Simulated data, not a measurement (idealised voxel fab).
Process module heading - voxel spacer lines
Square cell edge 5 nm, section width 225 nm, ID cut.
When this document writes out a cross-section, it uses a grid of square cells and lists it as bands, beginning at the top and moving down, with a band standing for one or more rows of cells. Quick guide to a band line: top height, bottom height (nm) up front; then every material left to right with its width in nm. Only one material and it's marked "all across"? Then it fills the band edge to edge. And "empty" just means empty space. All heights in this document are referenced to 0, defined as the level beneath which the wafer, as received, consists entirely of one material. The lowest band is not bounded below; it extends indefinitely downward and is written in the form "z 0 and below". The two numbers in a width such as "30->40" mark its ends across the band: the first belongs to the top row of cells, the second to the bottom row, and from each row to the next the width moves by the same amount. Where a step carries "identical to before", the cross-section came out of it unchanged, cell for cell. What "Unvented voids" gives you is every empty space of 8 cells or more that is cut off from the top. Each appears as width x height at distance, with the distance taken from the left edge and width, height and distance all in nm. On each step's line, the part that comes after the settings is the simulator's own comment on the step. The line of a step may include "overlay nm". On a step with a mask, this value is how far to the right of its planned place the mask lay. A negative value means the mask lay to the left.
# Intended process steps
- 1: op RECEIVE | material Si
- 2: op CONFORMAL_DEP | material Al2O3 | thk nm 10
- 3: op DIRECTIONAL_DEP | material TiN | thk nm 10
- 4: op DIRECTIONAL_DEP | material polySi | thk nm 30
- 5: op PATTERN | tone cover | mask id MANDREL | material resist | width nm 25 | pitch nm 70 | thk nm 40 | overlay nm 0
- 6: op DIRECTIONAL_ETCH | etch materials polySi | depth nm 30
- 7: op STRIP | etch materials resist
- 8: op CONFORMAL_DEP | material SiO2 | thk nm 10
- 9: op DIRECTIONAL_ETCH | etch materials SiO2 | depth nm 10
- 10: op STRIP | etch materials polySi
- 11: op DIRECTIONAL_ETCH | etch materials TiN | depth nm 10
- 12: op STRIP | etch materials SiO2
# What follows covers the first of two wafers; it ran as planned
# So this is the incoming wafer in cross-section - it's already been through step 1
  z 0 and below | Si all across
  Unvented voids: none
# The wafer in cross-section once step 2 is complete
  z 10 to 0 | Al2O3 all across
  Below 0, no change.
# The wafer in cross-section once step 3 is complete
  z 20 to 10 | TiN all across
  Below 10, no change.
# The wafer in cross-section once step 4 is complete
  z 50 to 20 | polySi all across
  Below 20, no change.
# The wafer in cross-section once step 5 is complete
  z 90 to 50 | empty: 30 / resist: 25 / empty: 45 / resist: 25 / empty: 45 / resist: 25 / empty: 30
  Below 50, no change.
# The wafer in cross-section once step 6 is complete
  z 90 to 50 | empty: 30 / resist: 25 / empty: 45 / resist: 25 / empty: 45 / resist: 25 / empty: 30
  z 50 to 20 | empty: 30 / polySi: 25 / empty: 45 / polySi: 25 / empty: 45 / polySi: 25 / empty: 30
  Below 20, no change.
# The wafer in cross-section once step 7 is complete
  z 50 to 20 | empty: 30 / polySi: 25 / empty: 45 / polySi: 25 / empty: 45 / polySi: 25 / empty: 30
  Below 20, no change.
# The wafer in cross-section once step 8 is complete
  z 60 to 50 | empty: 20 / SiO2: 45 / empty: 25 / SiO2: 45 / empty: 25 / SiO2: 45 / empty: 20
  z 50 to 30 | empty: 20 / SiO2: 10 / polySi: 25 / SiO2: 10 / empty: 25 / SiO2: 10 / polySi: 25 / SiO2: 10 / empty: 25 / SiO2: 10 / polySi: 25 / SiO2: 10 / empty: 20
  z 30 to 20 | SiO2: 30 / polySi: 25 / SiO2: 45 / polySi: 25 / SiO2: 45 / polySi: 25 / SiO2: 30
  Below 20, no change.
# The wafer in cross-section once step 9 is complete
  z 50 to 20 | empty: 20 / SiO2: 10 / polySi: 25 / SiO2: 10 / empty: 25 / SiO2: 10 / polySi: 25 / SiO2: 10 / empty: 25 / SiO2: 10 / polySi: 25 / SiO2: 10 / empty: 20
  Below 20, no change.
# The wafer in cross-section once step 10 is complete
  z 50 to 20 | empty: 20 / SiO2: 10 / empty: 25 / SiO2: 10 / empty: 25 / SiO2: 10 / empty: 25 / SiO2: 10 / empty: 25 / SiO2: 10 / empty: 25 / SiO2: 10 / empty: 20
  Below 20, no change.
# The wafer in cross-section once step 11 is complete
  z 50 to 20 | empty: 20 / SiO2: 10 / empty: 25 / SiO2: 10 / empty: 25 / SiO2: 10 / empty: 25 / SiO2: 10 / empty: 25 / SiO2: 10 / empty: 25 / SiO2: 10 / empty: 20
  z 20 to 10 | empty: 20 / TiN: 10 / empty: 25 / TiN: 10 / empty: 25 / TiN: 10 / empty: 25 / TiN: 10 / empty: 25 / TiN: 10 / empty: 25 / TiN: 10 / empty: 20
  Below 10, no change.
# The wafer in cross-section once step 12 is complete
  z 20 to 10 | empty: 20 / TiN: 10 / empty: 25 / TiN: 10 / empty: 25 / TiN: 10 / empty: 25 / TiN: 10 / empty: 25 / TiN: 10 / empty: 25 / TiN: 10 / empty: 20
  Below 10, no change.
# Second wafer: same start and same plan as the first, one execution error; identical to the first through step 3
# Second wafer, cut view, end of step 4 per plan
  z 50 to 10 | TiN all across
  Below 10, no change.
# Second wafer, cut view, end of step 5 per plan
  z 90 to 50 | empty: 30 / resist: 25 / empty: 45 / resist: 25 / empty: 45 / resist: 25 / empty: 30
  Below 50, no change.
Second wafer, cut view, end of step 6 per plan: identical to before
# Second wafer, cut view, end of step 7 per plan
  z 50 to 10 | TiN all across
  Below 10, no change.
# Second wafer, cut view, end of step 8 per plan
  z 60 to 50 | SiO2 all across
  Below 50, no change.
# Second wafer, cut view, end of step 9 per plan
  z 50 to 10 | TiN all across
  Below 10, no change.
Second wafer, cut view, end of step 10 per plan: identical to before
# Second wafer, cut view, end of step 11 per plan
  z 40 to 10 | TiN all across
  Below 10, no change.
Second wafer, cut view, end of step 12 per plan: identical to before
Processing error: off-plan run, step 4, actual operation and settings op DIRECTIONAL_DEP | material TiN | thk nm 30
Final tally in cells, some materials are higher or lower on the second wafer than on the first: TiN +246
